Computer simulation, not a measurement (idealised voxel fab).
Herein follows the process module entitled voxel tone inversion.
cross-section cut | 170 nm wide | cells 5 nm
A cross-section in this document is a grid of square cells, and it is written down as bands, the top band listed before the ones below it; a band is made up of one or more rows of cells. Each band's line starts with the height of the band's top and of its bottom, in nm. Then come its materials from left to right, each with its width in nm. One material with "everywhere" fills the band from edge to edge. "blank" is empty space. Heights are reckoned from 0. Under this level, the received wafer is all of one material. The bottommost band is open-ended downward, for example "0 nm and below". The notation "30..40" denotes a width that varies across the rows of cells in the band, beginning at the first number in the top row, finishing at the second number in the bottom row, and changing by an identical amount from each row to the next. "all unchanged", as given for a step, is the statement that not any cell of the cross-section underwent a change during that step. Voids not open to the top, 8 cells minimum: see "Encapsulated voids". Written width x height at distance; distance is from the left edge; nm. That trailing text on a step's line, after the settings, is the simulator's own remark on the step. overlay nm: mask offset rightward from planned place, masked step; negative means leftward offset.
-- So here's the lineup of process steps we planned
1. RECEIVE [material Si]
2. CONFORMAL_DEP [material SiN] [thk nm 5]
3. DIRECTIONAL_DEP [material aC] [thk nm 25]
4. PATTERN [tone cover] [mask id POSTS] [material resist] [width nm 15] [pitch nm 40] [thk nm 35] [overlay nm 0]
5. DIRECTIONAL_ETCH [etch materials aC] [depth nm 25]
6. STRIP [etch materials resist]
7. FILL_DEP [material SiO2] [thk nm 5]
8. CMP [height nm 30]
9. STRIP [etch materials aC]
-- So this is the incoming wafer in cross-section - it's already been through step 1
    0 nm and below | Si everywhere
    Encapsulated voids: none
-- Looking at the first of two wafers in cross-section at end of module - ran to plan
    30 nm to 5 nm | 15 nm SiO2, 15 nm blank, 25 nm SiO2, 15 nm blank, 25 nm SiO2, 15 nm blank, 25 nm SiO2, 15 nm blank, 20 nm SiO2
    5 nm to 0 nm | SiN everywhere
    0 nm and below | Si everywhere
    Encapsulated voids: none
-- Second wafer of the two, sectioned at the end of the module. It began like the first and followed the same plan, but one mistake was made while running it
    30 nm to 5 nm | 20 nm SiO2, 15 nm blank, 25 nm SiO2, 15 nm blank, 25 nm SiO2, 15 nm blank, 25 nm SiO2, 15 nm blank, 15 nm SiO2
    5 nm to 0 nm | SiN everywhere
    0 nm and below | Si everywhere
    Encapsulated voids: none
Run error: not per plan at step 4, really ran PATTERN [tone cover] [mask id POSTS] [material resist] [width nm 15] [pitch nm 40] [thk nm 35] [overlay nm 5]
At the end, each material covers as many cells on the second wafer as it does on the first, though the cells it covers are elsewhere.
